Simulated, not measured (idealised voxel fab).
Proc. module: voxel capacitor over wiring
Shown is cross-section cut, with a width of 225 nm and square cells of size 5 nm.
Cross-section format: a grid of square cells, given as bands from top to bottom; each band is one or more rows of cells.
Band entry format. Leading values: height of top, height of bottom, nm. Remainder: materials in left-to-right order, each with its width in nm. Special words: "full width" on a single material, which then fills the band edge to edge; "blank", empty space.
Height 0 is the level under which the wafer as received is all one material. The lowest band goes on downwards, as in "0 down".
Width spec "30 to 40" -> top row of cells at first value, bottom row at second value, equal per-row change in between.
"remains unaltered" means the step left every cell of the cross-section as it was.
Look at "Enclosed void inventory" for the closed voids: empty spaces with no open path to the top, sized 8 cells or up. Each is width x height at distance, distance from the left edge, all nm.
On a step's line, text after the settings is the simulator commenting on that step.
Regarding "overlay nm": on a step with a mask, it is the distance the mask lay to the right of its planned place; a negative value places it to the left.
### Steps in the process plan
step 1: RECEIVE [material Si]
step 2: CONFORMAL_DEP [material SiO2] [thk nm 15]
step 3: DIRECTIONAL_DEP [material TiN] [thk nm 5]
step 4: DIRECTIONAL_DEP [material W] [thk nm 25]
step 5: MASKED_ETCH [tone cover] [mask id METAL_1] [width nm 20] [pitch nm 95] [etch materials W] [depth nm 25] [overlay nm 0]
step 6: MASKED_ETCH [tone cover] [mask id METAL_1] [width nm 30] [pitch nm 95] [etch materials TiN] [depth nm 5] [overlay nm 0]
step 7: CONFORMAL_DEP [material SiN] [thk nm 5]
step 8: FILL_DEP [material SiO2] [thk nm 10]
step 9: CMP [height nm 45]
step 10: CONFORMAL_DEP [material SiCN] [thk nm 5]
step 11: DIRECTIONAL_DEP [material lowk] [thk nm 20]
step 12: DIRECTIONAL_DEP [material aC] [thk nm 15]
step 13: PATTERN [tone open] [mask id PLUG_1] [material resist] [width nm 15] [thk nm 30] [overlay nm 0]
step 14: DIRECTIONAL_ETCH [etch materials aC] [depth nm 15]
step 15: STRIP [etch materials resist]
step 16: DIRECTIONAL_ETCH [etch materials lowk] [depth nm 20]
step 17: DIRECTIONAL_ETCH [etch materials SiCN] [depth nm 5]
step 18: STRIP [etch materials aC]
step 19: EPI [material Ru] [thk nm 10]
step 20: EPI [material Ru] [thk nm 10]
step 21: EPI [material Ru] [thk nm 5]
step 22: DIRECTIONAL_DEP [material TiN] [thk nm 10]
step 23: DIRECTIONAL_DEP [material SiN] [thk nm 5]
step 24: DIRECTIONAL_DEP [material TiN] [thk nm 10]
step 25: DIRECTIONAL_DEP [material aC] [thk nm 15]
step 26: PATTERN [tone cover] [mask id UPPER_PLATE] [material resist] [width nm 70] [thk nm 35] [overlay nm 0]
step 27: DIRECTIONAL_ETCH [etch materials aC] [depth nm 15]
step 28: STRIP [etch materials resist]
step 29: DIRECTIONAL_ETCH [etch materials TiN] [depth nm 10]
step 30: DIRECTIONAL_ETCH [etch materials SiN] [depth nm 5]
step 31: STRIP [etch materials aC]
step 32: DIRECTIONAL_DEP [material aC] [thk nm 10]
step 33: PATTERN [tone cover] [mask id LOWER_PLATE] [material resist] [width nm 80] [thk nm 25] [overlay nm 0]
step 34: DIRECTIONAL_ETCH [etch materials aC] [depth nm 10]
step 35: STRIP [etch materials resist]
step 36: DIRECTIONAL_ETCH [etch materials TiN] [depth nm 10]
step 37: STRIP [etch materials aC]
step 38: FILL_DEP [material SiO2] [thk nm 20]
step 39: CMP [height nm 110]
step 40: DIRECTIONAL_DEP [material aC] [thk nm 15]
step 41: PATTERN [tone open] [mask id PLUG_2] [material resist] [width nm 15] [thk nm 35] [overlay nm 0]
step 42: DIRECTIONAL_ETCH [etch materials aC] [depth nm 15]
step 43: STRIP [etch materials resist]
step 44: DIRECTIONAL_ETCH [etch materials SiO2] [depth nm 15]
step 45: STRIP [etch materials aC]
step 46: CONFORMAL_DEP [material TiN] [thk nm 5]
step 47: FILL_DEP [material Ru] [thk nm 10]
step 48: CMP [height nm 110]
step 49: CONFORMAL_DEP [material SiCN] [thk nm 5]
All wafers enter the flow in the same state. The width nm at step 5 differs from wafer to wafer, and the plan gives the value for the first wafer.
### The as-received cross-section of the first of several wafers corresponds to the state after step 1
    0 down = Si full width
    Enclosed void inventory: none
### each wafer at the end: cells of each material gained (+) or lost (-) since it was received, then its closed voids
width nm 20; +17 Ru; +87 SiCN; +71 SiN; +573 SiO2; +79 TiN; +40 W; +168 lowk; Enclosed void inventory: none
width nm 25; +17 Ru; +87 SiCN; +69 SiN; +565 SiO2; +79 TiN; +50 W; +168 lowk; Enclosed void inventory: none
width nm 30; +17 Ru; +87 SiCN; +67 SiN; +557 SiO2; +79 TiN; +60 W; +168 lowk; Enclosed void inventory: none
width nm 35; +17 Ru; +87 SiCN; +65 SiN; +547 SiO2; +81 TiN; +70 W; +168 lowk; Enclosed void inventory: none
width nm 40; +17 Ru; +87 SiCN; +63 SiN; +537 SiO2; +83 TiN; +80 W; +168 lowk; Enclosed void inventory: none
width nm 45; +17 Ru; +87 SiCN; +61 SiN; +527 SiO2; +85 TiN; +90 W; +168 lowk; Enclosed void inventory: none
